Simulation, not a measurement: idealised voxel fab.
The process module that follows is named voxel capacitor over wiring.
Cross-section cut: width 165 nm, square cells of 5 nm.
Square cells in a grid make up a cross-section in this document, and the grid is given as bands, listed from the top down, each one or more rows of cells. Top, bottom (nm), then materials left to right with widths (nm); lone material tagged "throughout" fills the whole band edge to edge; "air" = empty space. Heights are measured from 0, the level below which the as-received wafer is all one material; the lowest band has no bottom and continues downward, written as in "z 0 and below". Graded width ("30 to 40"): value in top row of band = first number; value in bottom row = second number; row-to-row change constant. "changes: none" after a step means that no cell of the cross-section changed. Any empty space of 8 cells or more lacking an open way to the top shows up in "Tabulated closed voids" as width x height at distance, distance from the left edge, in nm. Anything after a step's settings on that line? It's the simulator's own note about the step. The "overlay nm" setting may appear on a step's line; for a step that uses a mask, it gives how far to the right of its planned position the mask lay, and a negative value indicates the left.
# Steps planned for the process
1: RECEIVE | material Si
2: CONFORMAL_DEP | material SiO2 | thk nm 15
3: DIRECTIONAL_DEP | material TiN | thk nm 5
4: DIRECTIONAL_DEP | material W | thk nm 15
5: PATTERN | tone cover | mask id METAL_1 | material resist | width nm 30 | pitch nm 90 | thk nm 20 | overlay nm 0
6: DIRECTIONAL_ETCH | etch materials W | depth nm 15
7: DIRECTIONAL_ETCH | etch materials TiN | depth nm 5
8: STRIP | etch materials resist
9: CONFORMAL_DEP | material SiN | thk nm 5
10: FILL_DEP | material lowk | thk nm 5
11: CMP | height nm 35
12: CONFORMAL_DEP | material SiCN | thk nm 5
13: DIRECTIONAL_DEP | material lowk | thk nm 10
14: PATTERN | tone open | mask id PLUG_1 | material resist | width nm 15 | thk nm 15 | overlay nm 0
15: DIRECTIONAL_ETCH | etch materials lowk | depth nm 10
16: DIRECTIONAL_ETCH | etch materials SiCN | depth nm 5
17: STRIP | etch materials resist
18: CONFORMAL_DEP | material TiN | thk nm 5
19: FILL_DEP | material Cu | thk nm 5
20: CMP | height nm 50
21: DIRECTIONAL_DEP | material TiN | thk nm 10
22: DIRECTIONAL_DEP | material SiN | thk nm 5
23: DIRECTIONAL_DEP | material TiN | thk nm 5
24: MASKED_ETCH | tone cover | mask id UPPER_PLATE | width nm 65 | etch materials TiN | depth nm 5 | overlay nm 0
25: MASKED_ETCH | tone cover | mask id UPPER_PLATE | width nm 65 | etch materials SiN | depth nm 5 | overlay nm 0
26: DIRECTIONAL_DEP | material aC | thk nm 10
27: PATTERN | tone cover | mask id LOWER_PLATE | material resist | width nm 75 | thk nm 30 | overlay nm 0
28: DIRECTIONAL_ETCH | etch materials aC | depth nm 10
29: STRIP | etch materials resist
30: DIRECTIONAL_ETCH | etch materials TiN | depth nm 10
31: STRIP | etch materials aC
32: FILL_DEP | material SiO2 | thk nm 20
33: CMP | height nm 85
34: DIRECTIONAL_DEP | material aC | thk nm 10
35: PATTERN | tone open | mask id PLUG_2 | material resist | width nm 15 | thk nm 25 | overlay nm 0
36: DIRECTIONAL_ETCH | etch materials aC | depth nm 10
37: STRIP | etch materials resist
38: DIRECTIONAL_ETCH | etch materials SiO2 | depth nm 15
39: STRIP | etch materials aC
40: CONFORMAL_DEP | material TiN | thk nm 5
41: FILL_DEP | material Cu | thk nm 10
42: CMP | height nm 85
43: CONFORMAL_DEP | material SiN | thk nm 5
# Account of the first of two wafers, which was processed as intended
# Cross-section of the wafer at receipt, which is the condition after step 1
z 0 and below: Si throughout
Tabulated closed voids: none
# Once step 2 is through, the wafer looks like this in cross-section
z 15 to 0: SiO2 throughout
At heights below 0, the structure remains unaltered.
# Once step 3 is through, the wafer looks like this in cross-section
z 20 to 15: TiN throughout
At heights below 15, the structure remains unaltered.
# Once step 4 is through, the wafer looks like this in cross-section
z 35 to 20: W throughout
At heights below 20, the structure remains unaltered.
# Once step 5 is through, the wafer looks like this in cross-section
z 55 to 35: air 20; resist 30; air 60; resist 30; air 25
At heights below 35, the structure remains unaltered.
# Once step 6 is through, the wafer looks like this in cross-section
z 55 to 35: air 20; resist 30; air 60; resist 30; air 25
z 35 to 20: air 20; W 30; air 60; W 30; air 25
At heights below 20, the structure remains unaltered.
# Once step 7 is through, the wafer looks like this in cross-section
z 55 to 35: air 20; resist 30; air 60; resist 30; air 25
z 35 to 20: air 20; W 30; air 60; W 30; air 25
z 20 to 15: air 20; TiN 30; air 60; TiN 30; air 25
At heights below 15, the structure remains unaltered.
# Once step 8 is through, the wafer looks like this in cross-section
z 35 to 20: air 20; W 30; air 60; W 30; air 25
At heights below 20, the structure remains unaltered.
# Once step 9 is through, the wafer looks like this in cross-section
z 40 to 35: air 15; SiN 40; air 50; SiN 40; air 20
z 35 to 20: air 15; SiN 5; W 30; SiN 5; air 50; SiN 5; W 30; SiN 5; air 20
z 20 to 15: SiN 20; TiN 30; SiN 60; TiN 30; SiN 25
At heights below 15, the structure remains unaltered.
# Once step 10 is through, the wafer looks like this in cross-section
z 45 to 40: lowk throughout
z 40 to 35: lowk 15; SiN 40; lowk 50; SiN 40; lowk 20
z 35 to 20: lowk 15; SiN 5; W 30; SiN 5; lowk 50; SiN 5; W 30; SiN 5; lowk 20
At heights below 20, the structure remains unaltered.
# Once step 11 is through, the wafer looks like this in cross-section
z 35 to 20: lowk 15; SiN 5; W 30; SiN 5; lowk 50; SiN 5; W 30; SiN 5; lowk 20
At heights below 20, the structure remains unaltered.
# Once step 12 is through, the wafer looks like this in cross-section
z 40 to 35: SiCN throughout
At heights below 35, the structure remains unaltered.
# Once step 13 is through, the wafer looks like this in cross-section
z 50 to 40: lowk throughout
At heights below 40, the structure remains unaltered.
# Once step 14 is through, the wafer looks like this in cross-section
z 65 to 50: resist 35; air 15; resist 115
At heights below 50, the structure remains unaltered.
# Once step 15 is through, the wafer looks like this in cross-section
z 65 to 50: resist 35; air 15; resist 115
z 50 to 40: lowk 35; air 15; lowk 115
At heights below 40, the structure remains unaltered.
# Once step 16 is through, the wafer looks like this in cross-section
z 65 to 50: resist 35; air 15; resist 115
z 50 to 40: lowk 35; air 15; lowk 115
z 40 to 35: SiCN 35; air 15; SiCN 115
At heights below 35, the structure remains unaltered.
# Once step 17 is through, the wafer looks like this in cross-section
z 50 to 40: lowk 35; air 15; lowk 115
At heights below 40, the structure remains unaltered.
# Once step 18 is through, the wafer looks like this in cross-section
z 55 to 50: TiN 40; air 5; TiN 120
z 50 to 40: lowk 35; TiN 5; air 5; TiN 5; lowk 115
z 40 to 35: SiCN 35; TiN 15; SiCN 115
At heights below 35, the structure remains unaltered.
# Once step 19 is through, the wafer looks like this in cross-section
z 60 to 55: Cu throughout
z 55 to 50: TiN 40; Cu 5; TiN 120
z 50 to 40: lowk 35; TiN 5; Cu 5; TiN 5; lowk 115
At heights below 40, the structure remains unaltered.
# Once step 20 is through, the wafer looks like this in cross-section
z 50 to 40: lowk 35; TiN 5; Cu 5; TiN 5; lowk 115
At heights below 40, the structure remains unaltered.
# Once step 21 is through, the wafer looks like this in cross-section
z 60 to 50: TiN throughout
At heights below 50, the structure remains unaltered.
# Once step 22 is through, the wafer looks like this in cross-section
z 65 to 60: SiN throughout
At heights below 60, the structure remains unaltered.
# Once step 23 is through, the wafer looks like this in cross-section
z 70 to 65: TiN throughout
At heights below 65, the structure remains unaltered.
# Once step 24 is through, the wafer looks like this in cross-section
z 70 to 65: air 35; TiN 65; air 65
At heights below 65, the structure remains unaltered.
# Once step 25 is through, the wafer looks like this in cross-section
z 70 to 65: air 35; TiN 65; air 65
z 65 to 60: air 35; SiN 65; air 65
At heights below 60, the structure remains unaltered.
# Once step 26 is through, the wafer looks like this in cross-section
z 80 to 70: air 35; aC 65; air 65
z 70 to 65: aC 35; TiN 65; aC 65
z 65 to 60: aC 35; SiN 65; aC 65
At heights below 60, the structure remains unaltered.
# Once step 27 is through, the wafer looks like this in cross-section
z 110 to 80: air 30; resist 75; air 60
z 80 to 70: air 30; resist 5; aC 65; resist 5; air 60
At heights below 70, the structure remains unaltered.
# Once step 28 is through, the wafer looks like this in cross-section
z 100 to 80: air 30; resist 75; air 60
z 80 to 70: air 30; resist 5; aC 65; resist 5; air 60
z 70 to 65: air 30; aC 5; TiN 65; aC 5; air 60
z 65 to 60: air 30; aC 5; SiN 65; aC 5; air 60
At heights below 60, the structure remains unaltered.
# Once step 29 is through, the wafer looks like this in cross-section
z 80 to 70: air 35; aC 65; air 65
At heights below 70, the structure remains unaltered.
# Once step 30 is through, the wafer looks like this in cross-section
z 80 to 70: air 35; aC 65; air 65
z 70 to 65: air 30; aC 5; TiN 65; aC 5; air 60
z 65 to 60: air 30; aC 5; SiN 65; aC 5; air 60
z 60 to 50: air 30; TiN 75; air 60
At heights below 50, the structure remains unaltered.
# Once step 31 is through, the wafer looks like this in cross-section
z 70 to 65: air 35; TiN 65; air 65
z 65 to 60: air 35; SiN 65; air 65
At heights below 60, the structure remains unaltered.
# Once step 32 is through, the wafer looks like this in cross-section
z 90 to 70: SiO2 throughout
z 70 to 65: SiO2 35; TiN 65; SiO2 65
z 65 to 60: SiO2 35; SiN 65; SiO2 65
z 60 to 50: SiO2 30; TiN 75; SiO2 60
At heights below 50, the structure remains unaltered.
# Once step 33 is through, the wafer looks like this in cross-section
z 85 to 70: SiO2 throughout
At heights below 70, the structure remains unaltered.
# Once step 34 is through, the wafer looks like this in cross-section
z 95 to 85: aC throughout
At heights below 85, the structure remains unaltered.
# Once step 35 is through, the wafer looks like this in cross-section
z 120 to 95: resist 45; air 15; resist 105
At heights below 95, the structure remains unaltered.
# Once step 36 is through, the wafer looks like this in cross-section
z 110 to 95: resist 45; air 15; resist 105
z 95 to 85: aC 45; air 15; aC 105
At heights below 85, the structure remains unaltered.
# Once step 37 is through, the wafer looks like this in cross-section
z 95 to 85: aC 45; air 15; aC 105
At heights below 85, the structure remains unaltered.
# Once step 38 is through, the wafer looks like this in cross-section
z 95 to 85: aC 45; air 15; aC 105
z 85 to 70: SiO2 45; air 15; SiO2 105
At heights below 70, the structure remains unaltered.
# Once step 39 is through, the wafer looks like this in cross-section
z 85 to 70: SiO2 45; air 15; SiO2 105
At heights below 70, the structure remains unaltered.
# Once step 40 is through, the wafer looks like this in cross-section
z 90 to 85: TiN 50; air 5; TiN 110
z 85 to 75: SiO2 45; TiN 5; air 5; TiN 5; SiO2 105
z 75 to 65: SiO2 45 to 35; TiN 15 to 65; SiO2 105 to 65
At heights below 65, the structure remains unaltered.
# Once step 41 is through, the wafer looks like this in cross-section
z 100 to 90: Cu throughout
z 90 to 85: TiN 50; Cu 5; TiN 110
z 85 to 75: SiO2 45; TiN 5; Cu 5; TiN 5; SiO2 105
At heights below 75, the structure remains unaltered.
# Once step 42 is through, the wafer looks like this in cross-section
z 85 to 75: SiO2 45; TiN 5; Cu 5; TiN 5; SiO2 105
At heights below 75, the structure remains unaltered.
# Once step 43 is through, the wafer looks like this in cross-section
z 90 to 85: SiN throughout
At heights below 85, the structure remains unaltered.
# The second wafer began exactly as the first did and followed the same plan, but one mistake was made while running it; through step 3 inclusive, the two wafers are identical
# Cross-section of the second wafer at the time step 4 of the plan should have ended
z 35 to 20: SiN throughout
At heights below 20, the structure remains unaltered.
# Cross-section of the second wafer at the time step 5 of the plan should have ended
z 55 to 35: air 20; resist 30; air 60; resist 30; air 25
At heights below 35, the structure remains unaltered.
Cross-section of the second wafer at the time step 6 of the plan should have ended: changes: none
Cross-section of the second wafer at the time step 7 of the plan should have ended: changes: none
# Cross-section of the second wafer at the time step 8 of the plan should have ended
z 35 to 20: SiN throughout
At heights below 20, the structure remains unaltered.
# Cross-section of the second wafer at the time step 9 of the plan should have ended
z 40 to 20: SiN throughout
At heights below 20, the structure remains unaltered.
# Cross-section of the second wafer at the time step 10 of the plan should have ended
z 45 to 40: lowk throughout
At heights below 40, the structure remains unaltered.
# Cross-section of the second wafer at the time step 11 of the plan should have ended
z 35 to 20: SiN throughout
At heights below 20, the structure remains unaltered.
# Cross-section of the second wafer at the time step 12 of the plan should have ended
z 40 to 35: SiCN throughout
At heights below 35, the structure remains unaltered.
# Cross-section of the second wafer at the time step 13 of the plan should have ended
z 50 to 40: lowk throughout
At heights below 40, the structure remains unaltered.
# Cross-section of the second wafer at the time step 14 of the plan should have ended
z 65 to 50: resist 35; air 15; resist 115
At heights below 50, the structure remains unaltered.
# Cross-section of the second wafer at the time step 15 of the plan should have ended
z 65 to 50: resist 35; air 15; resist 115
z 50 to 40: lowk 35; air 15; lowk 115
At heights below 40, the structure remains unaltered.
# Cross-section of the second wafer at the time step 16 of the plan should have ended
z 65 to 50: resist 35; air 15; resist 115
z 50 to 40: lowk 35; air 15; lowk 115
z 40 to 35: SiCN 35; air 15; SiCN 115
At heights below 35, the structure remains unaltered.
# Cross-section of the second wafer at the time step 17 of the plan should have ended
z 50 to 40: lowk 35; air 15; lowk 115
At heights below 40, the structure remains unaltered.
# Cross-section of the second wafer at the time step 18 of the plan should have ended
z 55 to 50: TiN 40; air 5; TiN 120
z 50 to 40: lowk 35; TiN 5; air 5; TiN 5; lowk 115
z 40 to 35: SiCN 35; TiN 15; SiCN 115
At heights below 35, the structure remains unaltered.
# Cross-section of the second wafer at the time step 19 of the plan should have ended
z 60 to 55: Cu throughout
z 55 to 50: TiN 40; Cu 5; TiN 120
z 50 to 40: lowk 35; TiN 5; Cu 5; TiN 5; lowk 115
At heights below 40, the structure remains unaltered.
# Cross-section of the second wafer at the time step 20 of the plan should have ended
z 50 to 40: lowk 35; TiN 5; Cu 5; TiN 5; lowk 115
At heights below 40, the structure remains unaltered.
# Cross-section of the second wafer at the time step 21 of the plan should have ended
z 60 to 50: TiN throughout
At heights below 50, the structure remains unaltered.
# Cross-section of the second wafer at the time step 22 of the plan should have ended
z 65 to 60: SiN throughout
At heights below 60, the structure remains unaltered.
# Cross-section of the second wafer at the time step 23 of the plan should have ended
z 70 to 65: TiN throughout
At heights below 65, the structure remains unaltered.
# Cross-section of the second wafer at the time step 24 of the plan should have ended
z 70 to 65: air 35; TiN 65; air 65
At heights below 65, the structure remains unaltered.
# Cross-section of the second wafer at the time step 25 of the plan should have ended
z 70 to 65: air 35; TiN 65; air 65
z 65 to 60: air 35; SiN 65; air 65
At heights below 60, the structure remains unaltered.
# Cross-section of the second wafer at the time step 26 of the plan should have ended
z 80 to 70: air 35; aC 65; air 65
z 70 to 65: aC 35; TiN 65; aC 65
z 65 to 60: aC 35; SiN 65; aC 65
At heights below 60, the structure remains unaltered.
# Cross-section of the second wafer at the time step 27 of the plan should have ended
z 110 to 80: air 30; resist 75; air 60
z 80 to 70: air 30; resist 5; aC 65; resist 5; air 60
At heights below 70, the structure remains unaltered.
# Cross-section of the second wafer at the time step 28 of the plan should have ended
z 100 to 80: air 30; resist 75; air 60
z 80 to 70: air 30; resist 5; aC 65; resist 5; air 60
z 70 to 65: air 30; aC 5; TiN 65; aC 5; air 60
z 65 to 60: air 30; aC 5; SiN 65; aC 5; air 60
At heights below 60, the structure remains unaltered.
# Cross-section of the second wafer at the time step 29 of the plan should have ended
z 80 to 70: air 35; aC 65; air 65
At heights below 70, the structure remains unaltered.
# Cross-section of the second wafer at the time step 30 of the plan should have ended
z 80 to 70: air 35; aC 65; air 65
z 70 to 65: air 30; aC 5; TiN 65; aC 5; air 60
z 65 to 60: air 30; aC 5; SiN 65; aC 5; air 60
z 60 to 50: air 30; TiN 75; air 60
At heights below 50, the structure remains unaltered.
# Cross-section of the second wafer at the time step 31 of the plan should have ended
z 70 to 65: air 35; TiN 65; air 65
z 65 to 60: air 35; SiN 65; air 65
At heights below 60, the structure remains unaltered.
# Cross-section of the second wafer at the time step 32 of the plan should have ended
z 90 to 70: SiO2 throughout
z 70 to 65: SiO2 35; TiN 65; SiO2 65
z 65 to 60: SiO2 35; SiN 65; SiO2 65
z 60 to 50: SiO2 30; TiN 75; SiO2 60
At heights below 50, the structure remains unaltered.
# Cross-section of the second wafer at the time step 33 of the plan should have ended
z 85 to 70: SiO2 throughout
At heights below 70, the structure remains unaltered.
# Cross-section of the second wafer at the time step 34 of the plan should have ended
z 95 to 85: aC throughout
At heights below 85, the structure remains unaltered.
# Cross-section of the second wafer at the time step 35 of the plan should have ended
z 120 to 95: resist 45; air 15; resist 105
At heights below 95, the structure remains unaltered.
# Cross-section of the second wafer at the time step 36 of the plan should have ended
z 110 to 95: resist 45; air 15; resist 105
z 95 to 85: aC 45; air 15; aC 105
At heights below 85, the structure remains unaltered.
# Cross-section of the second wafer at the time step 37 of the plan should have ended
z 95 to 85: aC 45; air 15; aC 105
At heights below 85, the structure remains unaltered.
# Cross-section of the second wafer at the time step 38 of the plan should have ended
z 95 to 85: aC 45; air 15; aC 105
z 85 to 70: SiO2 45; air 15; SiO2 105
At heights below 70, the structure remains unaltered.
# Cross-section of the second wafer at the time step 39 of the plan should have ended
z 85 to 70: SiO2 45; air 15; SiO2 105
At heights below 70, the structure remains unaltered.
# Cross-section of the second wafer at the time step 40 of the plan should have ended
z 90 to 85: TiN 50; air 5; TiN 110
z 85 to 75: SiO2 45; TiN 5; air 5; TiN 5; SiO2 105
z 75 to 65: SiO2 45 to 35; TiN 15 to 65; SiO2 105 to 65
At heights below 65, the structure remains unaltered.
# Cross-section of the second wafer at the time step 41 of the plan should have ended
z 100 to 90: Cu throughout
z 90 to 85: TiN 50; Cu 5; TiN 110
z 85 to 75: SiO2 45; TiN 5; Cu 5; TiN 5; SiO2 105
At heights below 75, the structure remains unaltered.
# Cross-section of the second wafer at the time step 42 of the plan should have ended
z 85 to 75: SiO2 45; TiN 5; Cu 5; TiN 5; SiO2 105
At heights below 75, the structure remains unaltered.
# Cross-section of the second wafer at the time step 43 of the plan should have ended
z 90 to 85: SiN throughout
At heights below 85, the structure remains unaltered.
Where did the run depart from the plan? for step 4, the planned setting was not used; the step was instead run as DIRECTIONAL_DEP | material SiN | thk nm 15
Once processing is complete, comparing cell counts shows that the second wafer has more or fewer of certain materials than the first: SiN: 66 more | TiN: 21 more | W: 36 fewer | lowk: 51 fewer
